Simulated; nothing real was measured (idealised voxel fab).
The document below concerns the process module designated voxel gate over fins.
Section cut is 145 nm wide and gridded with 5 nm square cells.
If you're reading a cross-section in this doc, picture square cells in a grid; it comes to you as bands, top ones listed first down to the bottom, and a band can be one or more rows of cells.
Within each band entry, the heights of the top and of the bottom of the band appear first, in that order and in nm; the materials of the band then follow from left to right, each with its corresponding width in nm. The designation "everywhere" on a single material indicates that it fills the band from edge to edge; the designation "air" indicates empty space.
The reference from which all heights are counted is 0, the level beneath which the as-received wafer is entirely one material; the lowest band, having no lower bound, proceeds downward and is written after the example "0 nm and below".
Graded width ("30..40"): value in top row of band = first number; value in bottom row = second number; row-to-row change constant.
"changes: none", as given for a step, is the statement that not any cell of the cross-section underwent a change during that step.
The label "Sealed-off cavities" introduces a list of the empty spaces, 8 cells or larger, that have no open way up to the top; each entry in it reads width x height at distance, where the distance is taken from the left edge and all three are stated in nm.
Step line, after settings: the simulator's comment on this step.
overlay nm: mask offset rightward from planned place, masked step; negative means leftward offset.

### Planned process steps
1,RECEIVE [material Si]
2,CONFORMAL_DEP [material SiN] [thk nm 10]
3,DIRECTIONAL_DEP [material aC] [thk nm 15]
4,PATTERN [tone cover] [mask id FINS] [material resist] [width nm 15] [pitch nm 40] [thk nm 35] [overlay nm 0]
5,DIRECTIONAL_ETCH [etch materials aC] [depth nm 15]
6,STRIP [etch materials resist]
7,DIRECTIONAL_ETCH [etch materials SiN] [depth nm 10]
8,DIRECTIONAL_ETCH [etch materials Si] [depth nm 30]
9,STRIP [etch materials aC]
10,OXIDIZE [depth nm 5]
11,FILL_DEP [material SiO2] [thk nm 10]
12,CMP [height nm 10]
13,SELECTIVE_ETCH [etch materials SiO2] [depth nm 25]
14,STRIP [etch materials SiN]
15,CONFORMAL_DEP [material HfO2] [thk nm 5]
16,CONFORMAL_DEP [material TiN] [thk nm 5]
17,FILL_DEP [material W] [thk nm 10]
18,CMP [height nm 15]
19,CONFORMAL_DEP [material SiN] [thk nm 5]

### Step 1 complete: cross-section of the wafer as received
- 0 nm and below = Si everywhere
- Sealed-off cavities: none

### The following cross-section depicts the wafer upon conclusion of the module. Processing commenced from the starting condition illustrated above and adhered to the plan illustrated above, save for one mistake in execution
- 20 nm to 15 nm = SiN everywhere
- 15 nm to 10 nm = W everywhere
- 10 nm to 5 nm = 20 of W  25 of aC  15 of W  25 of aC  15 of W  25 of aC  20 of W
- 5 nm to 0 nm = 20 of W  5 of aC  15 of HfO2  5 of aC  15 of W  5 of aC  15 of HfO2  5 of aC  15 of W  5 of aC  15 of HfO2  5 of aC  20 of W
- 0 nm to -5 nm = 20 of W  5 of aC  5 of HfO2  5 of Si  5 of HfO2  5 of aC  15 of W  5 of aC  5 of HfO2  5 of Si  5 of HfO2  5 of aC  15 of W  5 of aC  5 of HfO2  5 of Si  5 of HfO2  5 of aC  20 of W
- -5 nm to -10 nm = 25 of aC  5 of HfO2  5 of Si  5 of HfO2  25 of aC  5 of HfO2  5 of Si  5 of HfO2  25 of aC  5 of HfO2  5 of Si  5 of HfO2  25 of aC
- -10 nm to -15 nm = 30 of HfO2  5 of Si  35 of HfO2  5 of Si  35 of HfO2  5 of Si  30 of HfO2
- -15 nm to -35 nm = 30 of SiO2  5 of Si  35 of SiO2  5 of Si  35 of SiO2  5 of Si  30 of SiO2
- -35 nm and below = Si everywhere
- Sealed-off cavities: none
Error vs. plan: step 16 was run on a setting that differed from the plan, and what really ran there is CONFORMAL_DEP [material aC] [thk nm 5]
